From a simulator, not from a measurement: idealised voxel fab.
Process module in this document: voxel self aligned vias
It is cross-section cut that appears here, measuring 260 nm in width, its square cells being 5 nm in size.
Cross-section layout: square cells on a grid; listed as bands, top to bottom; a band spans one or more cell rows.
Top, bottom (nm), then materials left to right with widths (nm); lone material tagged "everywhere" fills the whole band edge to edge; "empty" = empty space.
Height reference: 0 = level under which incoming wafer is all one material. Lowest band: no bottom, runs on downward, e.g. "z 0 and below".
Quick explanation for "30..40": the width changes in equal steps down the rows of cells, from the first number in the band's top row to the second number in its bottom row.
No cell of the cross-section changed in a step that is given as "changes: none".
Basically, "Enclosed void inventory" tells you about the enclosed voids: empty spaces with no open way to the top, 8 cells or bigger, each written width x height at distance, where distance is from the left edge, all in nm.
Past the settings on a step's line: simulator remark, on that step.
What "overlay nm" on a step's line means: if the step has a mask, that mask lay this far to the right of its planned place, or, when the value is negative, to the left.

**Process steps - plan**
- 1: RECEIVE: material Si
- 2: CONFORMAL_DEP: material SiO2, thk nm 10
- 3: CONFORMAL_DEP: material SiCN, thk nm 5
- 4: DIRECTIONAL_DEP: material SiO2, thk nm 30
- 5: MASKED_ETCH: tone open, mask id LINES, width nm 20, pitch nm 55, etch materials SiO2, depth nm 30, overlay nm 0
- 6: CONFORMAL_DEP: material TiN, thk nm 5
- 7: FILL_DEP: material Ru, thk nm 5
- 8: CMP: height nm 45
- 9: SELECTIVE_ETCH: etch materials W Ru TiN, depth nm 5
- 10: FILL_DEP: material SiN, thk nm 5
- 11: CMP: height nm 45
- 12: DIRECTIONAL_DEP: material SiO2, thk nm 15
- 13: MASKED_ETCH: tone open, mask id VIAS, width nm 30, pitch nm 55, etch materials SiO2, depth nm 15, overlay nm 0
- 14: MASKED_ETCH: tone open, mask id VIAS, width nm 30, pitch nm 55, etch materials SiN, depth nm 5, overlay nm 0
- 15: CONFORMAL_DEP: material TiN, thk nm 5
- 16: FILL_DEP: material Cu, thk nm 10
- 17: CMP: height nm 60
- 18: CONFORMAL_DEP: material SiN, thk nm 5

**The first wafer of two, processed as planned**

**Cross-section of the wafer upon arrival, representing the state reached after step 1**
    z 0 and below  Si everywhere
    Enclosed void inventory: none

**After step 2: wafer cross-section**
    z 10 to 0  SiO2 everywhere
    Beneath the level 0, the cross-section is identical to its previous state.

**After step 3: wafer cross-section**
    z 15 to 10  SiCN everywhere
    Beneath the level 10, the cross-section is identical to its previous state.

**After step 4: wafer cross-section**
    z 45 to 15  SiO2 everywhere
    Beneath the level 15, the cross-section is identical to its previous state.

**After step 5: wafer cross-section**
    z 45 to 15  SiO2: 65 / empty: 20 / SiO2: 35 / empty: 20 / SiO2: 35 / empty: 20 / SiO2: 65
    Beneath the level 15, the cross-section is identical to its previous state.

**After step 6: wafer cross-section**
    z 50 to 45  TiN: 70 / empty: 10 / TiN: 45 / empty: 10 / TiN: 45 / empty: 10 / TiN: 70
    z 45 to 20  SiO2: 65 / TiN: 5 / empty: 10 / TiN: 5 / SiO2: 35 / TiN: 5 / empty: 10 / TiN: 5 / SiO2: 35 / TiN: 5 / empty: 10 / TiN: 5 / SiO2: 65
    z 20 to 15  SiO2: 65 / TiN: 20 / SiO2: 35 / TiN: 20 / SiO2: 35 / TiN: 20 / SiO2: 65
    Beneath the level 15, the cross-section is identical to its previous state.

**After step 7: wafer cross-section**
    z 55 to 50  Ru everywhere
    z 50 to 45  TiN: 70 / Ru: 10 / TiN: 45 / Ru: 10 / TiN: 45 / Ru: 10 / TiN: 70
    z 45 to 20  SiO2: 65 / TiN: 5 / Ru: 10 / TiN: 5 / SiO2: 35 / TiN: 5 / Ru: 10 / TiN: 5 / SiO2: 35 / TiN: 5 / Ru: 10 / TiN: 5 / SiO2: 65
    Beneath the level 20, the cross-section is identical to its previous state.

**After step 8: wafer cross-section**
    z 45 to 20  SiO2: 65 / TiN: 5 / Ru: 10 / TiN: 5 / SiO2: 35 / TiN: 5 / Ru: 10 / TiN: 5 / SiO2: 35 / TiN: 5 / Ru: 10 / TiN: 5 / SiO2: 65
    Beneath the level 20, the cross-section is identical to its previous state.

**After step 9: wafer cross-section**
    z 45 to 40  SiO2: 65 / empty: 20 / SiO2: 35 / empty: 20 / SiO2: 35 / empty: 20 / SiO2: 65
    Beneath the level 40, the cross-section is identical to its previous state.

**After step 10: wafer cross-section**
    z 50 to 45  SiN everywhere
    z 45 to 40  SiO2: 65 / SiN: 20 / SiO2: 35 / SiN: 20 / SiO2: 35 / SiN: 20 / SiO2: 65
    Beneath the level 40, the cross-section is identical to its previous state.

**After step 11: wafer cross-section**
    z 45 to 40  SiO2: 65 / SiN: 20 / SiO2: 35 / SiN: 20 / SiO2: 35 / SiN: 20 / SiO2: 65
    Beneath the level 40, the cross-section is identical to its previous state.

**After step 12: wafer cross-section**
    z 60 to 45  SiO2 everywhere
    Beneath the level 45, the cross-section is identical to its previous state.

**After step 13: wafer cross-section**
    z 60 to 45  SiO2: 60 / empty: 30 / SiO2: 25 / empty: 30 / SiO2: 25 / empty: 30 / SiO2: 60
    Beneath the level 45, the cross-section is identical to its previous state.

**After step 14: wafer cross-section**
    z 60 to 45  SiO2: 60 / empty: 30 / SiO2: 25 / empty: 30 / SiO2: 25 / empty: 30 / SiO2: 60
    z 45 to 40  SiO2: 65 / empty: 20 / SiO2: 35 / empty: 20 / SiO2: 35 / empty: 20 / SiO2: 65
    Beneath the level 40, the cross-section is identical to its previous state.

**After step 15: wafer cross-section**
    z 65 to 60  TiN: 65 / empty: 20 / TiN: 35 / empty: 20 / TiN: 35 / empty: 20 / TiN: 65
    z 60 to 50  SiO2: 60 / TiN: 5 / empty: 20 / TiN: 5 / SiO2: 25 / TiN: 5 / empty: 20 / TiN: 5 / SiO2: 25 / TiN: 5 / empty: 20 / TiN: 5 / SiO2: 60
    z 50 to 45  SiO2: 60 / TiN: 10 / empty: 10 / TiN: 10 / SiO2: 25 / TiN: 10 / empty: 10 / TiN: 10 / SiO2: 25 / TiN: 10 / empty: 10 / TiN: 10 / SiO2: 60
    z 45 to 40  SiO2: 65 / TiN: 20 / SiO2: 35 / TiN: 20 / SiO2: 35 / TiN: 20 / SiO2: 65
    Beneath the level 40, the cross-section is identical to its previous state.

**After step 16: wafer cross-section**
    z 75 to 65  Cu everywhere
    z 65 to 60  TiN: 65 / Cu: 20 / TiN: 35 / Cu: 20 / TiN: 35 / Cu: 20 / TiN: 65
    z 60 to 50  SiO2: 60 / TiN: 5 / Cu: 20 / TiN: 5 / SiO2: 25 / TiN: 5 / Cu: 20 / TiN: 5 / SiO2: 25 / TiN: 5 / Cu: 20 / TiN: 5 / SiO2: 60
    z 50 to 45  SiO2: 60 / TiN: 10 / Cu: 10 / TiN: 10 / SiO2: 25 / TiN: 10 / Cu: 10 / TiN: 10 / SiO2: 25 / TiN: 10 / Cu: 10 / TiN: 10 / SiO2: 60
    Beneath the level 45, the cross-section is identical to its previous state.

**After step 17: wafer cross-section**
    z 60 to 50  SiO2: 60 / TiN: 5 / Cu: 20 / TiN: 5 / SiO2: 25 / TiN: 5 / Cu: 20 / TiN: 5 / SiO2: 25 / TiN: 5 / Cu: 20 / TiN: 5 / SiO2: 60
    Beneath the level 50, the cross-section is identical to its previous state.

**After step 18: wafer cross-section**
    z 65 to 60  SiN everywhere
    Beneath the level 60, the cross-section is identical to its previous state.

**Wafer two: like wafer one in start and plan, but with one mistake in execution; identical up to and including step 1**

**Second wafer, cut view, end of step 2 per plan**
    z 5 to 0  SiCN everywhere
    Beneath the level 0, the cross-section is identical to its previous state.

**Second wafer, cut view, end of step 3 per plan**
    z 15 to 5  SiO2 everywhere
    Beneath the level 5, the cross-section is identical to its previous state.

**Second wafer, cut view, end of step 4 per plan**
    z 45 to 5  SiO2 everywhere
    Beneath the level 5, the cross-section is identical to its previous state.

**Second wafer, cut view, end of step 5 per plan**
    z 45 to 15  SiO2: 65 / empty: 20 / SiO2: 35 / empty: 20 / SiO2: 35 / empty: 20 / SiO2: 65
    Beneath the level 15, the cross-section is identical to its previous state.

**Second wafer, cut view, end of step 6 per plan**
    z 50 to 45  TiN: 70 / empty: 10 / TiN: 45 / empty: 10 / TiN: 45 / empty: 10 / TiN: 70
    z 45 to 20  SiO2: 65 / TiN: 5 / empty: 10 / TiN: 5 / SiO2: 35 / TiN: 5 / empty: 10 / TiN: 5 / SiO2: 35 / TiN: 5 / empty: 10 / TiN: 5 / SiO2: 65
    z 20 to 15  SiO2: 65 / TiN: 20 / SiO2: 35 / TiN: 20 / SiO2: 35 / TiN: 20 / SiO2: 65
    Beneath the level 15, the cross-section is identical to its previous state.

**Second wafer, cut view, end of step 7 per plan**
    z 55 to 50  Ru everywhere
    z 50 to 45  TiN: 70 / Ru: 10 / TiN: 45 / Ru: 10 / TiN: 45 / Ru: 10 / TiN: 70
    z 45 to 20  SiO2: 65 / TiN: 5 / Ru: 10 / TiN: 5 / SiO2: 35 / TiN: 5 / Ru: 10 / TiN: 5 / SiO2: 35 / TiN: 5 / Ru: 10 / TiN: 5 / SiO2: 65
    Beneath the level 20, the cross-section is identical to its previous state.

**Second wafer, cut view, end of step 8 per plan**
    z 45 to 20  SiO2: 65 / TiN: 5 / Ru: 10 / TiN: 5 / SiO2: 35 / TiN: 5 / Ru: 10 / TiN: 5 / SiO2: 35 / TiN: 5 / Ru: 10 / TiN: 5 / SiO2: 65
    Beneath the level 20, the cross-section is identical to its previous state.

**Second wafer, cut view, end of step 9 per plan**
    z 45 to 40  SiO2: 65 / empty: 20 / SiO2: 35 / empty: 20 / SiO2: 35 / empty: 20 / SiO2: 65
    Beneath the level 40, the cross-section is identical to its previous state.

**Second wafer, cut view, end of step 10 per plan**
    z 50 to 45  SiN everywhere
    z 45 to 40  SiO2: 65 / SiN: 20 / SiO2: 35 / SiN: 20 / SiO2: 35 / SiN: 20 / SiO2: 65
    Beneath the level 40, the cross-section is identical to its previous state.

**Second wafer, cut view, end of step 11 per plan**
    z 45 to 40  SiO2: 65 / SiN: 20 / SiO2: 35 / SiN: 20 / SiO2: 35 / SiN: 20 / SiO2: 65
    Beneath the level 40, the cross-section is identical to its previous state.

**Second wafer, cut view, end of step 12 per plan**
    z 60 to 45  SiO2 everywhere
    Beneath the level 45, the cross-section is identical to its previous state.

**Second wafer, cut view, end of step 13 per plan**
    z 60 to 45  SiO2: 60 / empty: 30 / SiO2: 25 / empty: 30 / SiO2: 25 / empty: 30 / SiO2: 60
    Beneath the level 45, the cross-section is identical to its previous state.

**Second wafer, cut view, end of step 14 per plan**
    z 60 to 45  SiO2: 60 / empty: 30 / SiO2: 25 / empty: 30 / SiO2: 25 / empty: 30 / SiO2: 60
    z 45 to 40  SiO2: 65 / empty: 20 / SiO2: 35 / empty: 20 / SiO2: 35 / empty: 20 / SiO2: 65
    Beneath the level 40, the cross-section is identical to its previous state.

**Second wafer, cut view, end of step 15 per plan**
    z 65 to 60  TiN: 65 / empty: 20 / TiN: 35 / empty: 20 / TiN: 35 / empty: 20 / TiN: 65
    z 60 to 50  SiO2: 60 / TiN: 5 / empty: 20 / TiN: 5 / SiO2: 25 / TiN: 5 / empty: 20 / TiN: 5 / SiO2: 25 / TiN: 5 / empty: 20 / TiN: 5 / SiO2: 60
    z 50 to 45  SiO2: 60 / TiN: 10 / empty: 10 / TiN: 10 / SiO2: 25 / TiN: 10 / empty: 10 / TiN: 10 / SiO2: 25 / TiN: 10 / empty: 10 / TiN: 10 / SiO2: 60
    z 45 to 40  SiO2: 65 / TiN: 20 / SiO2: 35 / TiN: 20 / SiO2: 35 / TiN: 20 / SiO2: 65
    Beneath the level 40, the cross-section is identical to its previous state.

**Second wafer, cut view, end of step 16 per plan**
    z 75 to 65  Cu everywhere
    z 65 to 60  TiN: 65 / Cu: 20 / TiN: 35 / Cu: 20 / TiN: 35 / Cu: 20 / TiN: 65
    z 60 to 50  SiO2: 60 / TiN: 5 / Cu: 20 / TiN: 5 / SiO2: 25 / TiN: 5 / Cu: 20 / TiN: 5 / SiO2: 25 / TiN: 5 / Cu: 20 / TiN: 5 / SiO2: 60
    z 50 to 45  SiO2: 60 / TiN: 10 / Cu: 10 / TiN: 10 / SiO2: 25 / TiN: 10 / Cu: 10 / TiN: 10 / SiO2: 25 / TiN: 10 / Cu: 10 / TiN: 10 / SiO2: 60
    Beneath the level 45, the cross-section is identical to its previous state.

**Second wafer, cut view, end of step 17 per plan**
    z 60 to 50  SiO2: 60 / TiN: 5 / Cu: 20 / TiN: 5 / SiO2: 25 / TiN: 5 / Cu: 20 / TiN: 5 / SiO2: 25 / TiN: 5 / Cu: 20 / TiN: 5 / SiO2: 60
    Beneath the level 50, the cross-section is identical to its previous state.

**Second wafer, cut view, end of step 18 per plan**
    z 65 to 60  SiN everywhere
    Beneath the level 60, the cross-section is identical to its previous state.
Error vs. plan: swap of plan steps 2 and 3 during execution
If you tally the cells, the second wafer ends up with the same amount of every material as the first; it's all just sitting in different places.
